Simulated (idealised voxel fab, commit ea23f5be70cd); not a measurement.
Process module under the name voxel transistor to metal
The cross-section on display is named cut; it measures 190 nm wide, and its cells are 5 nm squares.
In this document a cross-section is written as a grid of square cells. It is given as a series of bands, listed from the top down, and a band is one or more rows of cells.
First you get the band's top height and its bottom height, in nm, and then the materials it's made of, left to right, with each width in nm. If you see a single material with "edge to edge", that one covers the band edge to edge. "blank" is empty space.
Beneath 0, the wafer as received is one material, and that level is where height counting begins. The lowest band goes on downward without a bottom; it is written like "z 0 and below".
A width given as "30..40" starts at the first number in the band's top row and ends at the second number in its bottom row, shifting by an equal amount at every step from row to row.
Reading "nothing different" for a step: not a cell of the cross-section changed in it.
The entry "Unvented internal voids" lists the empty spaces that cover at least 8 cells and have no open path to the top. Each is written as width x height at distance, where the distance is measured from the left edge and all three values are in nm.
Step line, after settings: the simulator's comment on this step.
Steps that use a mask can have "overlay nm" on their line. It says how far the mask sat to the right of where it was meant to be. Negative means to the left.
Pairs from here to the end. Each: cross-section before one process step, cross-section after it, the latter only as far down as the lowest band that changed. Under each: the step between, and its settings. Mind that the pairs may be taken from different runs of this module on the same starting wafer; whether a pair continues from the pair above depends on its entry headed "Incoming profile", and it does only where that entry says so.
**Incoming profile**
> z 50 to 40 | W edge to edge
> z 40 to 35 | TiN 55 nm  W 20 nm  TiN 35 nm  W 20 nm  TiN 60 nm
> z 35 to 25 | SiO2 50 nm  TiN 5 nm  W 20..15 nm  TiN 5..10 nm  SiO2 25 nm  TiN 5..10 nm  W 20..15 nm  TiN 5 nm  SiO2 55 nm
> z 25 to 20 | SiO2 50 nm  TiN 25 nm  SiN 5 nm  SiO2 5 nm  SiCN 15 nm  SiO2 5 nm  SiN 5 nm  TiN 25 nm  SiO2 55 nm
> z 20 to 15 | SiO2 45 nm  nSi 30 nm  SiN 5 nm  SiO2 5 nm  SiCN 15 nm  SiO2 5 nm  SiN 5 nm  nSi 30 nm  SiO2 50 nm
> z 15 to 5 | SiO2 45 nm  nSi 30 nm  SiN 5 nm  SiO2 5 nm  polySi 15 nm  SiO2 5 nm  SiN 5 nm  nSi 30 nm  SiO2 50 nm
> z 5 to -5 | SiO2 40 nm  SiN 5 nm  nSi 30 nm  SiN 5 nm  SiO2 5 nm  polySi 15 nm  SiO2 5 nm  SiN 5 nm  nSi 30 nm  SiN 5 nm  SiO2 45 nm
> z -5 to -10 | SiO2 45 nm  nSi 30 nm  SiO2 35 nm  nSi 30 nm  SiO2 50 nm
> z -10 to -25 | SiO2 45 nm  nSi 30 nm  Si 35 nm  nSi 30 nm  SiO2 50 nm
> z -25 to -40 | SiO2 45 nm  Si 95 nm  SiO2 50 nm
> z -40 and below | Si edge to edge
> Unvented internal voids: none
**Sectional Result**
> z 35 to 25 | SiO2 50 nm  TiN 5 nm  W 20..15 nm  TiN 5..10 nm  SiO2 25 nm  TiN 5..10 nm  W 20..15 nm  TiN 5 nm  SiO2 55 nm
> Rest of section, below 25: as before.
> Unvented internal voids: none
Between the cross-sections above, the step performed was CMP with height nm 35
Incoming profile: see the after view in the pair directly above.
**Sectional Result**
> z 40 to 35 | TiN edge to edge
> Rest of section, below 35: as before.
> Unvented internal voids: none
Between the cross-sections above, the step performed was DIRECTIONAL_DEP with material TiN, thk nm 5
Incoming profile: see the after view in the pair directly above.
**Sectional Result**
> z 55 to 40 | Ru edge to edge
> Rest of section, below 40: as before.
> Unvented internal voids: none
Between the cross-sections above, the step performed was DIRECTIONAL_DEP with material Ru, thk nm 15
Incoming profile: see the after view in the pair directly above.
**Sectional Result**
> z 75 to 55 | blank 50 nm  resist 15 nm  blank 55 nm  resist 15 nm  blank 55 nm
> Rest of section, below 55: as before.
> Unvented internal voids: none
Between the cross-sections above, the step performed was PATTERN with tone cover, mask id METAL_1, material resist, width nm 15, pitch nm 70, thk nm 20, overlay nm 0
Incoming profile: see the after view in the pair directly above.
**Sectional Result**
> z 75 to 55 | blank 50 nm  resist 15 nm  blank 55 nm  resist 15 nm  blank 55 nm
> z 55 to 40 | blank 50 nm  Ru 15 nm  blank 55 nm  Ru 15 nm  blank 55 nm
> Rest of section, below 40: as before.
> Unvented internal voids: none
Between the cross-sections above, the step performed was DIRECTIONAL_ETCH with etch materials Ru, depth nm 15
Incoming profile: see the after view in the pair directly above.
**Sectional Result**
> z 75 to 55 | blank 50 nm  resist 15 nm  blank 55 nm  resist 15 nm  blank 55 nm
> z 55 to 40 | blank 50 nm  Ru 15 nm  blank 55 nm  Ru 15 nm  blank 55 nm
> z 40 to 35 | blank 50 nm  TiN 15 nm  blank 55 nm  TiN 15 nm  blank 55 nm
> Rest of section, below 35: as before.
> Unvented internal voids: none
Between the cross-sections above, the step performed was DIRECTIONAL_ETCH with etch materials TiN, depth nm 5
Incoming profile: see the after view in the pair directly above.
**Sectional Result**
> z 55 to 40 | blank 50 nm  Ru 15 nm  blank 55 nm  Ru 15 nm  blank 55 nm
> Rest of section, below 40: as before.
> Unvented internal voids: none
Between the cross-sections above, the step performed was STRIP with etch materials resist
Incoming profile: see the after view in the pair directly above.
**Sectional Result**
> z 60 to 55 | blank 45 nm  SiN 25 nm  blank 45 nm  SiN 25 nm  blank 50 nm
> z 55 to 40 | blank 45 nm  SiN 5 nm  Ru 15 nm  SiN 5 nm  blank 45 nm  SiN 5 nm  Ru 15 nm  SiN 5 nm  blank 50 nm
> z 40 to 35 | SiN 50 nm  TiN 15 nm  SiN 55 nm  TiN 15 nm  SiN 55 nm
> Rest of section, below 35: as before.
> Unvented internal voids: none
Between the cross-sections above, the step performed was CONFORMAL_DEP with material SiN, thk nm 5
Incoming profile: see the after view in the pair directly above.
**Sectional Result**
> z 65 to 60 | SiO2 edge to edge
> z 60 to 55 | SiO2 45 nm  SiN 25 nm  SiO2 45 nm  SiN 25 nm  SiO2 50 nm
> z 55 to 40 | SiO2 45 nm  SiN 5 nm  Ru 15 nm  SiN 5 nm  SiO2 45 nm  SiN 5 nm  Ru 15 nm  SiN 5 nm  SiO2 50 nm
> Rest of section, below 40: as before.
> Unvented internal voids: none
Between the cross-sections above, the step performed was FILL_DEP with material SiO2, thk nm 5
Incoming profile: see the after view in the pair directly above.
**Sectional Result**
> z 55 to 40 | SiO2 45 nm  SiN 5 nm  Ru 15 nm  SiN 5 nm  SiO2 45 nm  SiN 5 nm  Ru 15 nm  SiN 5 nm  SiO2 50 nm
> Rest of section, below 40: as before.
> Unvented internal voids: none
Between the cross-sections above, the step performed was CMP with height nm 55
Incoming profile: see the after view in the pair directly above.
**Sectional Result**
> z 60 to 55 | SiCN edge to edge
> Rest of section, below 55: as before.
> Unvented internal voids: none
Between the cross-sections above, the step performed was CONFORMAL_DEP with material SiCN, thk nm 5
Incoming profile: see the after view in the pair directly above.
**Sectional Result**
> z 90 to 60 | SiO2 edge to edge
> Rest of section, below 60: as before.
> Unvented internal voids: none
Between the cross-sections above, the step performed was DIRECTIONAL_DEP with material SiO2, thk nm 30
Incoming profile: see the after view in the pair directly above.
**Sectional Result**
> z 105 to 90 | aC edge to edge
> Rest of section, below 90: as before.
> Unvented internal voids: none
Between the cross-sections above, the step performed was DIRECTIONAL_DEP with material aC, thk nm 15
Incoming profile: see the after view in the pair directly above.
**Sectional Result**
> z 135 to 105 | resist 50 nm  blank 15 nm  resist 55 nm  blank 15 nm  resist 55 nm
> Rest of section, below 105: as before.
> Unvented internal voids: none
Between the cross-sections above, the step performed was PATTERN with tone open, mask id METAL_2, material resist, width nm 15, pitch nm 70, thk nm 30, overlay nm 0
Incoming profile: see the after view in the pair directly above.
**Sectional Result**
> z 120 to 105 | resist 50 nm  blank 15 nm  resist 55 nm  blank 15 nm  resist 55 nm
> z 105 to 90 | aC 50 nm  blank 15 nm  aC 55 nm  blank 15 nm  aC 55 nm
> Rest of section, below 90: as before.
> Unvented internal voids: none
Between the cross-sections above, the step performed was DIRECTIONAL_ETCH with etch materials aC, depth nm 15
Incoming profile: see the after view in the pair directly above.
**Sectional Result**
> z 105 to 90 | aC 50 nm  blank 15 nm  aC 55 nm  blank 15 nm  aC 55 nm
> Rest of section, below 90: as before.
> Unvented internal voids: none
Between the cross-sections above, the step performed was STRIP with etch materials resist
Incoming profile: see the after view in the pair directly above.
**Sectional Result**
> z 105 to 90 | aC 50 nm  blank 15 nm  aC 55 nm  blank 15 nm  aC 55 nm
> z 90 to 70 | SiO2 50 nm  blank 15 nm  SiO2 55 nm  blank 15 nm  SiO2 55 nm
> Rest of section, below 70: as before.
> Unvented internal voids: none
Between the cross-sections above, the step performed was DIRECTIONAL_ETCH with etch materials SiO2, depth nm 20
Incoming profile: see the after view in the pair directly above.
**Sectional Result**
> z 90 to 70 | SiO2 50 nm  blank 15 nm  SiO2 55 nm  blank 15 nm  SiO2 55 nm
> Rest of section, below 70: as before.
> Unvented internal voids: none
Between the cross-sections above, the step performed was STRIP with etch materials aC
Incoming profile: see the after view in the pair directly above.
**Sectional Result**
> z 90 to 60 | SiO2 50 nm  blank 15 nm  SiO2 55 nm  blank 15 nm  SiO2 55 nm
> Rest of section, below 60: as before.
> Unvented internal voids: none
Between the cross-sections above, the step performed was MASKED_ETCH with tone open, mask id METAL_2_HOLES, width nm 15, pitch nm 70, etch materials SiO2, depth nm 10, overlay nm 0
Incoming profile: see the after view in the pair directly above.
**Sectional Result**
> z 90 to 60 | SiO2 50 nm  blank 15 nm  SiO2 55 nm  blank 15 nm  SiO2 55 nm
> z 60 to 55 | SiCN 50 nm  blank 15 nm  SiCN 55 nm  blank 15 nm  SiCN 55 nm
> Rest of section, below 55: as before.
> Unvented internal voids: none
Between the cross-sections above, the step performed was MASKED_ETCH with tone open, mask id METAL_2_HOLES, width nm 15, pitch nm 70, etch materials SiCN, depth nm 5, overlay nm 0
Incoming profile: see the after view in the pair directly above.
**Sectional Result**
> z 95 to 90 | TiN 55 nm  blank 5 nm  TiN 65 nm  blank 5 nm  TiN 60 nm
> z 90 to 60 | SiO2 50 nm  TiN 5 nm  blank 5 nm  TiN 5 nm  SiO2 55 nm  TiN 5 nm  blank 5 nm  TiN 5 nm  SiO2 55 nm
> z 60 to 55 | SiCN 50 nm  TiN 15 nm  SiCN 55 nm  TiN 15 nm  SiCN 55 nm
> Rest of section, below 55: as before.
> Unvented internal voids: none
Between the cross-sections above, the step performed was CONFORMAL_DEP with material TiN, thk nm 5
Incoming profile: see the after view in the pair directly above.
**Sectional Result**
> z 100 to 95 | Cu edge to edge
> z 95 to 90 | TiN 55 nm  Cu 5 nm  TiN 65 nm  Cu 5 nm  TiN 60 nm
> z 90 to 60 | SiO2 50 nm  TiN 5 nm  Cu 5 nm  TiN 5 nm  SiO2 55 nm  TiN 5 nm  Cu 5 nm  TiN 5 nm  SiO2 55 nm
> Rest of section, below 60: as before.
> Unvented internal voids: none
Between the cross-sections above, the step performed was FILL_DEP with material Cu, thk nm 5
Incoming profile: see the after view in the pair directly above.
**Sectional Result**
> z 90 to 60 | SiO2 50 nm  TiN 5 nm  Cu 5 nm  TiN 5 nm  SiO2 55 nm  TiN 5 nm  Cu 5 nm  TiN 5 nm  SiO2 55 nm
> Rest of section, below 60: as before.
> Unvented internal voids: none
Between the cross-sections above, the step performed was CMP with height nm 90
Incoming profile: see the after view in the pair directly above.
**Sectional Result**
> z 95 to 90 | SiCN edge to edge
> Rest of section, below 90: as before.
> Unvented internal voids: none
Between the cross-sections above, the step performed was CONFORMAL_DEP with material SiCN, thk nm 5
**Incoming profile**
> z 55 to 40 | SiO2 45 nm  SiN 5 nm  Ru 15 nm  SiN 5 nm  SiO2 45 nm  SiN 5 nm  Ru 15 nm  SiN 5 nm  SiO2 50 nm
> z 40 to 35 | SiN 50 nm  TiN 15 nm  SiN 55 nm  TiN 15 nm  SiN 55 nm
> z 35 to 25 | SiO2 50 nm  TiN 5 nm  W 20..15 nm  TiN 5..10 nm  SiO2 25 nm  TiN 5..10 nm  W 20..15 nm  TiN 5 nm  SiO2 55 nm
> z 25 to 15 | SiO2 50 nm  TiN 5 nm  W 15 nm  TiN 5 nm  SiN 5 nm  SiO2 5 nm  SiCN 15 nm  SiO2 5 nm  SiN 5 nm  TiN 5 nm  W 15 nm  TiN 5 nm  SiO2 55 nm
> z 15 to 10 | SiO2 50 nm  TiN 5 nm  W 15 nm  TiN 5 nm  SiN 5 nm  SiO2 5 nm  polySi 15 nm  SiO2 5 nm  SiN 5 nm  TiN 5 nm  W 15 nm  TiN 5 nm  SiO2 55 nm
> z 10 to 5 | SiO2 50 nm  TiN 25 nm  SiN 5 nm  SiO2 5 nm  polySi 15 nm  SiO2 5 nm  SiN 5 nm  TiN 25 nm  SiO2 55 nm
> z 5 to -5 | SiO2 40 nm  SiN 5 nm  SiO2 5 nm  TiN 10 nm  nSi 15 nm  SiN 5 nm  SiO2 5 nm  polySi 15 nm  SiO2 5 nm  SiN 5 nm  nSi 15 nm  TiN 10 nm  SiO2 5 nm  SiN 5 nm  SiO2 45 nm
> z -5 to -10 | SiO2 50 nm  TiN 10 nm  nSi 15 nm  SiO2 35 nm  nSi 15 nm  TiN 10 nm  SiO2 55 nm
> z -10 to -25 | SiO2 45 nm  nSi 30 nm  Si 35 nm  nSi 30 nm  SiO2 50 nm
> z -25 to -40 | SiO2 45 nm  Si 95 nm  SiO2 50 nm
> z -40 and below | Si edge to edge
> Unvented internal voids: none
**Sectional Result**
> z 85 to 55 | SiO2 edge to edge
> Rest of section, below 55: as before.
> Unvented internal voids: none
Between the cross-sections above, the step performed was DIRECTIONAL_DEP with material SiO2, thk nm 30
Incoming profile: see the after view in the pair directly above.
**Sectional Result**
> z 90 to 85 | SiCN edge to edge
> Rest of section, below 85: as before.
> Unvented internal voids: none
Between the cross-sections above, the step performed was CONFORMAL_DEP with material SiCN, thk nm 5
Incoming profile: see the after view in the pair directly above.
**Sectional Result**
> z 105 to 90 | aC edge to edge
> Rest of section, below 90: as before.
> Unvented internal voids: none
Between the cross-sections above, the step performed was DIRECTIONAL_DEP with material aC, thk nm 15
Incoming profile: see the after view in the pair directly above.
**Sectional Result**
> z 135 to 105 | resist 50 nm  blank 15 nm  resist 55 nm  blank 15 nm  resist 55 nm
> Rest of section, below 105: as before.
> Unvented internal voids: none
Between the cross-sections above, the step performed was PATTERN with tone open, mask id METAL_2, material resist, width nm 15, pitch nm 70, thk nm 30, overlay nm 0
Incoming profile: see the after view in the pair directly above.
**Sectional Result**
> z 120 to 105 | resist 50 nm  blank 15 nm  resist 55 nm  blank 15 nm  resist 55 nm
> z 105 to 90 | aC 50 nm  blank 15 nm  aC 55 nm  blank 15 nm  aC 55 nm
> Rest of section, below 90: as before.
> Unvented internal voids: none
Between the cross-sections above, the step performed was DIRECTIONAL_ETCH with etch materials aC, depth nm 15
Incoming profile: see the after view in the pair directly above.
**Sectional Result**
> z 105 to 90 | aC 50 nm  blank 15 nm  aC 55 nm  blank 15 nm  aC 55 nm
> Rest of section, below 90: as before.
> Unvented internal voids: none
Between the cross-sections above, the step performed was STRIP with etch materials resist
Incoming profile: see the after view in the pair directly above.
**Sectional Result**
> z 90 to 85 | SiCN edge to edge
> Rest of section, below 85: as before.
> Unvented internal voids: none
Between the cross-sections above, the step performed was STRIP with etch materials aC
Incoming profile: see the after view in the pair directly above.
**Sectional Result**
> z 90 to 85 | SiCN 50 nm  blank 15 nm  SiCN 55 nm  blank 15 nm  SiCN 55 nm
> Rest of section, below 85: as before.
> Unvented internal voids: none
Between the cross-sections above, the step performed was MASKED_ETCH with tone open, mask id METAL_2_HOLES, width nm 15, pitch nm 70, etch materials SiCN, depth nm 5, overlay nm 0
Incoming profile: see the after view in the pair directly above.
**Sectional Result**
> z 95 to 90 | TiN 55 nm  blank 5 nm  TiN 65 nm  blank 5 nm  TiN 60 nm
> z 90 to 85 | SiCN 50 nm  TiN 15 nm  SiCN 55 nm  TiN 15 nm  SiCN 55 nm
> Rest of section, below 85: as before.
> Unvented internal voids: none
Between the cross-sections above, the step performed was CONFORMAL_DEP with material TiN, thk nm 5
Incoming profile: see the after view in the pair directly above.
**Sectional Result**
> z 100 to 95 | Cu edge to edge
> z 95 to 90 | TiN 55 nm  Cu 5 nm  TiN 65 nm  Cu 5 nm  TiN 60 nm
> Rest of section, below 90: as before.
> Unvented internal voids: none
Between the cross-sections above, the step performed was FILL_DEP with material Cu, thk nm 5
Incoming profile: see the after view in the pair directly above.
**Sectional Result**
> z 90 to 85 | SiCN 50 nm  TiN 15 nm  SiCN 55 nm  TiN 15 nm  SiCN 55 nm
> Rest of section, below 85: as before.
> Unvented internal voids: none
Between the cross-sections above, the step performed was CMP with height nm 90
Incoming profile: see the after view in the pair directly above.
**Sectional Result**
> z 95 to 90 | SiCN edge to edge
> Rest of section, below 90: as before.
> Unvented internal voids: none
Between the cross-sections above, the step performed was CONFORMAL_DEP with material SiCN, thk nm 5
**Incoming profile**
> z 25 to 20 | blank 75 nm  SiN 5 nm  blank 5 nm  SiCN 15 nm  blank 5 nm  SiN 5 nm  blank 80 nm
> z 20 to 15 | blank 75 nm  SiN 5 nm  SiO2 5 nm  SiCN 15 nm  SiO2 5 nm  SiN 5 nm  blank 80 nm
> z 15 to 5 | blank 75 nm  SiN 5 nm  SiO2 5 nm  polySi 15 nm  SiO2 5 nm  SiN 5 nm  blank 80 nm
> z 5 to 0 | blank 40 nm  SiN 5 nm  blank 30 nm  SiN 5 nm  SiO2 5 nm  polySi 15 nm  SiO2 5 nm  SiN 5 nm  blank 30 nm  SiN 5 nm  blank 45 nm
> z 0 to -5 | SiO2 40 nm  SiN 5 nm  blank 30 nm  SiN 5 nm  SiO2 5 nm  polySi 15 nm  SiO2 5 nm  SiN 5 nm  blank 30 nm  SiN 5 nm  SiO2 45 nm
> z -5 to -10 | SiO2 45 nm  blank 30 nm  SiO2 35 nm  blank 30 nm  SiO2 50 nm
> z -10 to -25 | SiO2 45 nm  blank 30 nm  Si 35 nm  blank 30 nm  SiO2 50 nm
> z -25 to -40 | SiO2 45 nm  Si 95 nm  SiO2 50 nm
> z -40 and below | Si edge to edge
> Unvented internal voids: none
**Sectional Result**
> z 25 to 20 | blank 75 nm  SiN 5 nm  blank 5 nm  SiCN 15 nm  blank 5 nm  SiN 5 nm  blank 80 nm
> z 20 to 15 | blank 75 nm  SiN 5 nm  SiO2 5 nm  SiCN 15 nm  SiO2 5 nm  SiN 5 nm  blank 80 nm
> z 15 to 10 | blank 75 nm  SiN 5 nm  SiO2 5 nm  polySi 15 nm  SiO2 5 nm  SiN 5 nm  blank 80 nm
> z 10 to 5 | blank 55 nm  nSi 20 nm  SiN 5 nm  SiO2 5 nm  polySi 15 nm  SiO2 5 nm  SiN 5 nm  nSi 20 nm  blank 60 nm
> z 5 to 0 | blank 40 nm  SiN 5 nm  blank 10 nm  nSi 20 nm  SiN 5 nm  SiO2 5 nm  polySi 15 nm  SiO2 5 nm  SiN 5 nm  nSi 20 nm  blank 10 nm  SiN 5 nm  blank 45 nm
> z 0 to -5 | SiO2 40 nm  SiN 5 nm  blank 10 nm  nSi 20 nm  SiN 5 nm  SiO2 5 nm  polySi 15 nm  SiO2 5 nm  SiN 5 nm  nSi 20 nm  blank 10 nm  SiN 5 nm  SiO2 45 nm
> z -5 to -10 | SiO2 45 nm  nSi 30 nm  SiO2 35 nm  nSi 30 nm  SiO2 50 nm
> z -10 to -25 | SiO2 45 nm  nSi 30 nm  Si 35 nm  nSi 30 nm  SiO2 50 nm
> Rest of section, below -25: as before.
> Unvented internal voids: none
Between the cross-sections above, the step performed was EPI with material nSi, thk nm 20
Incoming profile: see the after view in the pair directly above.
**Sectional Result**
> z 35 to 25 | SiO2 edge to edge
> z 25 to 15 | SiO2 75 nm  SiN 5 nm  SiO2 5 nm  SiCN 15 nm  SiO2 5 nm  SiN 5 nm  SiO2 80 nm
> z 15 to 10 | SiO2 75 nm  SiN 5 nm  SiO2 5 nm  polySi 15 nm  SiO2 5 nm  SiN 5 nm  SiO2 80 nm
> z 10 to 5 | SiO2 55 nm  nSi 20 nm  SiN 5 nm  SiO2 5 nm  polySi 15 nm  SiO2 5 nm  SiN 5 nm  nSi 20 nm  SiO2 60 nm
> z 5 to -5 | SiO2 40 nm  SiN 5 nm  SiO2 10 nm  nSi 20 nm  SiN 5 nm  SiO2 5 nm  polySi 15 nm  SiO2 5 nm  SiN 5 nm  nSi 20 nm  SiO2 10 nm  SiN 5 nm  SiO2 45 nm
> Rest of section, below -5: as before.
> Unvented internal voids: none
Between the cross-sections above, the step performed was FILL_DEP with material SiO2, thk nm 10
Incoming profile: see the after view in the pair directly above.
**Sectional Result**
> z 25 to 15 | SiO2 75 nm  SiN 5 nm  SiO2 5 nm  SiCN 15 nm  SiO2 5 nm  SiN 5 nm  SiO2 80 nm
> Rest of section, below 15: as before.
> Unvented internal voids: none
Between the cross-sections above, the step performed was CMP with height nm 25
Incoming profile: see the after view in the pair directly above.
**Sectional Result**
> z 35 to 25 | SiO2 edge to edge
> Rest of section, below 25: as before.
> Unvented internal voids: none
Between the cross-sections above, the step performed was DIRECTIONAL_DEP with material SiO2, thk nm 10
Incoming profile: see the after view in the pair directly above.
**Sectional Result**
> z 45 to 35 | aC edge to edge
> Rest of section, below 35: as before.
> Unvented internal voids: none
Between the cross-sections above, the step performed was DIRECTIONAL_DEP with material aC, thk nm 10
Incoming profile: see the after view in the pair directly above.
**Sectional Result**
> z 75 to 45 | resist 50 nm  blank 30 nm  resist 25 nm  blank 30 nm  resist 55 nm
> Rest of section, below 45: as before.
> Unvented internal voids: none
Between the cross-sections above, the step performed was PATTERN with tone open, mask id CONTACT, material resist, width nm 30, pitch nm 55, thk nm 30, overlay nm 0
Incoming profile: see the after view in the pair directly above.
**Sectional Result**
> z 65 to 45 | resist 50 nm  blank 30 nm  resist 25 nm  blank 30 nm  resist 55 nm
> z 45 to 35 | aC 50 nm  blank 30 nm  aC 25 nm  blank 30 nm  aC 55 nm
> Rest of section, below 35: as before.
> Unvented internal voids: none
Between the cross-sections above, the step performed was DIRECTIONAL_ETCH with etch materials aC, depth nm 10
Incoming profile: see the after view in the pair directly above.
**Sectional Result**
> z 45 to 35 | aC 50 nm  blank 30 nm  aC 25 nm  blank 30 nm  aC 55 nm
> Rest of section, below 35: as before.
> Unvented internal voids: none
Between the cross-sections above, the step performed was STRIP with etch materials resist
Incoming profile: see the after view in the pair directly above.
**Sectional Result**
> z 45 to 35 | aC 50 nm  blank 30 nm  aC 25 nm  blank 30 nm  aC 55 nm
> z 35 to 25 | SiO2 50 nm  blank 30 nm  SiO2 25 nm  blank 30 nm  SiO2 55 nm
> z 25 to 15 | SiO2 50 nm  blank 25 nm  SiN 5 nm  SiO2 5 nm  SiCN 15 nm  SiO2 5 nm  SiN 5 nm  blank 25 nm  SiO2 55 nm
> z 15 to 10 | SiO2 50 nm  blank 25 nm  SiN 5 nm  SiO2 5 nm  polySi 15 nm  SiO2 5 nm  SiN 5 nm  blank 25 nm  SiO2 55 nm
> z 10 to 5 | SiO2 50 nm  blank 5 nm  nSi 20 nm  SiN 5 nm  SiO2 5 nm  polySi 15 nm  SiO2 5 nm  SiN 5 nm  nSi 20 nm  blank 5 nm  SiO2 55 nm
> z 5 to -5 | SiO2 40 nm  SiN 5 nm  SiO2 5 nm  blank 5 nm  nSi 20 nm  SiN 5 nm  SiO2 5 nm  polySi 15 nm  SiO2 5 nm  SiN 5 nm  nSi 20 nm  blank 5 nm  SiO2 5 nm  SiN 5 nm  SiO2 45 nm
> Rest of section, below -5: as before.
> Unvented internal voids: none
Between the cross-sections above, the step performed was DIRECTIONAL_ETCH with etch materials SiO2, depth nm 45
Incoming profile: see the after view in the pair directly above.
**Sectional Result**
> z 35 to 25 | SiO2 50 nm  blank 30 nm  SiO2 25 nm  blank 30 nm  SiO2 55 nm
> Rest of section, below 25: as before.
> Unvented internal voids: none
Between the cross-sections above, the step performed was STRIP with etch materials aC
Incoming profile: see the after view in the pair directly above.
**Sectional Result**
> z 40 to 35 | TiN 55 nm  blank 20 nm  TiN 35 nm  blank 20 nm  TiN 60 nm
> z 35 to 25 | SiO2 50 nm  TiN 5 nm  blank 20..15 nm  TiN 5..10 nm  SiO2 25 nm  TiN 5..10 nm  blank 20..15 nm  TiN 5 nm  SiO2 55 nm
> z 25 to 15 | SiO2 50 nm  TiN 5 nm  blank 15 nm  TiN 5 nm  SiN 5 nm  SiO2 5 nm  SiCN 15 nm  SiO2 5 nm  SiN 5 nm  TiN 5 nm  blank 15 nm  TiN 5 nm  SiO2 55 nm
> z 15 to 10 | SiO2 50 nm  TiN 25 nm  SiN 5 nm  SiO2 5 nm  polySi 15 nm  SiO2 5 nm  SiN 5 nm  TiN 25 nm  SiO2 55 nm
> z 10 to 5 | SiO2 50 nm  TiN 5 nm  nSi 20 nm  SiN 5 nm  SiO2 5 nm  polySi 15 nm  SiO2 5 nm  SiN 5 nm  nSi 20 nm  TiN 5 nm  SiO2 55 nm
> z 5 to -5 | SiO2 40 nm  SiN 5 nm  SiO2 5 nm  TiN 5 nm  nSi 20 nm  SiN 5 nm  SiO2 5 nm  polySi 15 nm  SiO2 5 nm  SiN 5 nm  nSi 20 nm  TiN 5 nm  SiO2 5 nm  SiN 5 nm  SiO2 45 nm
> Rest of section, below -5: as before.
> Unvented internal voids: none
Between the cross-sections above, the step performed was CONFORMAL_DEP with material TiN, thk nm 5
Incoming profile: see the after view in the pair directly above.
**Sectional Result**
> z 50 to 40 | W edge to edge
> z 40 to 35 | TiN 55 nm  W 20 nm  TiN 35 nm  W 20 nm  TiN 60 nm
> z 35 to 25 | SiO2 50 nm  TiN 5 nm  W 20..15 nm  TiN 5..10 nm  SiO2 25 nm  TiN 5..10 nm  W 20..15 nm  TiN 5 nm  SiO2 55 nm
> z 25 to 15 | SiO2 50 nm  TiN 5 nm  W 15 nm  TiN 5 nm  SiN 5 nm  SiO2 5 nm  SiCN 15 nm  SiO2 5 nm  SiN 5 nm  TiN 5 nm  W 15 nm  TiN 5 nm  SiO2 55 nm
> Rest of section, below 15: as before.
> Unvented internal voids: none
Between the cross-sections above, the step performed was FILL_DEP with material W, thk nm 10
Incoming profile: see the after view in the pair directly above.
**Sectional Result**
> z 35 to 25 | SiO2 50 nm  TiN 5 nm  W 20..15 nm  TiN 5..10 nm  SiO2 25 nm  TiN 5..10 nm  W 20..15 nm  TiN 5 nm  SiO2 55 nm
> Rest of section, below 25: as before.
> Unvented internal voids: none
Between the cross-sections above, the step performed was CMP with height nm 35
Incoming profile: see the after view in the pair directly above.
**Sectional Result**
> z 40 to 35 | TiN edge to edge
> Rest of section, below 35: as before.
> Unvented internal voids: none
Between the cross-sections above, the step performed was DIRECTIONAL_DEP with material TiN, thk nm 5
Incoming profile: see the after view in the pair directly above.
**Sectional Result**
> z 55 to 40 | Ru edge to edge
> Rest of section, below 40: as before.
> Unvented internal voids: none
Between the cross-sections above, the step performed was DIRECTIONAL_DEP with material Ru, thk nm 15
Incoming profile: see the after view in the pair directly above.
**Sectional Result**
> z 75 to 55 | blank 50 nm  resist 15 nm  blank 55 nm  resist 15 nm  blank 55 nm
> Rest of section, below 55: as before.
> Unvented internal voids: none
Between the cross-sections above, the step performed was PATTERN with tone cover, mask id METAL_1, material resist, width nm 15, pitch nm 70, thk nm 20, overlay nm 0
Incoming profile: see the after view in the pair directly above.
**Sectional Result**
> z 75 to 55 | blank 50 nm  resist 15 nm  blank 55 nm  resist 15 nm  blank 55 nm
> z 55 to 40 | blank 50 nm  Ru 15 nm  blank 55 nm  Ru 15 nm  blank 55 nm
> Rest of section, below 40: as before.
> Unvented internal voids: none
Between the cross-sections above, the step performed was DIRECTIONAL_ETCH with etch materials Ru, depth nm 15
Incoming profile: see the after view in the pair directly above.
**Sectional Result**
> z 75 to 55 | blank 50 nm  resist 15 nm  blank 55 nm  resist 15 nm  blank 55 nm
> z 55 to 40 | blank 50 nm  Ru 15 nm  blank 55 nm  Ru 15 nm  blank 55 nm
> z 40 to 35 | blank 50 nm  TiN 15 nm  blank 55 nm  TiN 15 nm  blank 55 nm
> Rest of section, below 35: as before.
> Unvented internal voids: none
Between the cross-sections above, the step performed was DIRECTIONAL_ETCH with etch materials TiN, depth nm 5
Incoming profile: see the after view in the pair directly above.
**Sectional Result**
> z 55 to 40 | blank 50 nm  Ru 15 nm  blank 55 nm  Ru 15 nm  blank 55 nm
> Rest of section, below 40: as before.
> Unvented internal voids: none
Between the cross-sections above, the step performed was STRIP with etch materials resist
Incoming profile: see the after view in the pair directly above.
**Sectional Result**
> z 60 to 55 | blank 45 nm  SiN 25 nm  blank 45 nm  SiN 25 nm  blank 50 nm
> z 55 to 40 | blank 45 nm  SiN 5 nm  Ru 15 nm  SiN 5 nm  blank 45 nm  SiN 5 nm  Ru 15 nm  SiN 5 nm  blank 50 nm
> z 40 to 35 | SiN 50 nm  TiN 15 nm  SiN 55 nm  TiN 15 nm  SiN 55 nm
> Rest of section, below 35: as before.
> Unvented internal voids: none
Between the cross-sections above, the step performed was CONFORMAL_DEP with material SiN, thk nm 5
Incoming profile: see the after view in the pair directly above.
**Sectional Result**
> z 65 to 60 | SiO2 edge to edge
> z 60 to 55 | SiO2 45 nm  SiN 25 nm  SiO2 45 nm  SiN 25 nm  SiO2 50 nm
> z 55 to 40 | SiO2 45 nm  SiN 5 nm  Ru 15 nm  SiN 5 nm  SiO2 45 nm  SiN 5 nm  Ru 15 nm  SiN 5 nm  SiO2 50 nm
> Rest of section, below 40: as before.
> Unvented internal voids: none
Between the cross-sections above, the step performed was FILL_DEP with material SiO2, thk nm 5
Incoming profile: see the after view in the pair directly above.
**Sectional Result**
> z 55 to 40 | SiO2 45 nm  SiN 5 nm  Ru 15 nm  SiN 5 nm  SiO2 45 nm  SiN 5 nm  Ru 15 nm  SiN 5 nm  SiO2 50 nm
> Rest of section, below 40: as before.
> Unvented internal voids: none
Between the cross-sections above, the step performed was CMP with height nm 55
Incoming profile: see the after view in the pair directly above.
**Sectional Result**
> z 60 to 55 | SiCN edge to edge
> Rest of section, below 55: as before.
> Unvented internal voids: none
Between the cross-sections above, the step performed was CONFORMAL_DEP with material SiCN, thk nm 5
Incoming profile: see the after view in the pair directly above.
**Sectional Result**
> z 90 to 60 | SiO2 edge to edge
> Rest of section, below 60: as before.
> Unvented internal voids: none
Between the cross-sections above, the step performed was DIRECTIONAL_DEP with material SiO2, thk nm 30
